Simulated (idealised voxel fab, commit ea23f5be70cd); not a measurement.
The process module that follows is named voxel lift off.
The cross-section on display is named cut; it measures 295 nm wide, and its cells are 5 nm squares.
When this document writes out a cross-section, it uses a grid of square cells and lists it as bands, beginning at the top and moving down, with a band standing for one or more rows of cells. This entry defines a band. It first specifies the height of the band's top and the height of its bottom in nm, and then specifies the band's materials from left to right, stating each material with its width in nm. The word "edge to edge" identifies a single material that fills the band from edge to edge, while the word "empty" identifies empty space. Zero point of the height axis is 0; under it, received wafer = one material. Lowest band: continues down indefinitely, "top 0, no bottom". The notation "30 to 40" denotes a width that varies across the rows of cells in the band, beginning at the first number in the top row, finishing at the second number in the bottom row, and changing by an identical amount from each row to the next. Key: "no change occurred" - step with no changed cell in the cross-section. "Completely enclosed voids" enumerates empty spaces isolated from the top, with no open way to it, that contain at least 8 cells, giving each as width x height at distance from the left edge, all three in nm. Anything after a step's settings on that line? It's the simulator's own note about the step. overlay nm: on a step with a mask, how far right of its planned place the mask lay; negative means left.

-- Process steps - plan
step 1: RECEIVE | material Si
step 2: CONFORMAL_DEP | material SiO2 | thk nm 5
step 3: PATTERN | tone open | mask id LINES | material resist | width nm 20 | pitch nm 40 | thk nm 30 | overlay nm -15
step 4: DIRECTIONAL_DEP | material Ru | thk nm 15
step 5: STRIP | etch materials resist
step 6: CONFORMAL_DEP | material SiN | thk nm 5
It is noted that the wafers described herein are identical at the outset and are distinguished by the overlay nm of step 3; the value stated in the plan corresponds to the first wafer.

-- First wafer of several, as received: cross-section after step 1
    top 0, no bottom: Si edge to edge
    Completely enclosed voids: none

-- Every row in this table is a wafer at the end of the module, and it gives, for each of the materials, the cells that wafer has gained (+) or lost (-) since it was received, then its closed voids
overlay nm -15; +24 Ru; +71 SiN; +59 SiO2; Completely enclosed voids: none
overlay nm -10; +24 Ru; +71 SiN; +59 SiO2; Completely enclosed voids: none
overlay nm -5; +24 Ru; +71 SiN; +59 SiO2; Completely enclosed voids: none
overlay nm 0; +24 Ru; +71 SiN; +59 SiO2; Completely enclosed voids: none
overlay nm 5; +24 Ru; +71 SiN; +59 SiO2; Completely enclosed voids: none
overlay nm 10; +24 Ru; +71 SiN; +59 SiO2; Completely enclosed voids: none
overlay nm 15; +24 Ru; +71 SiN; +59 SiO2; Completely enclosed voids: none
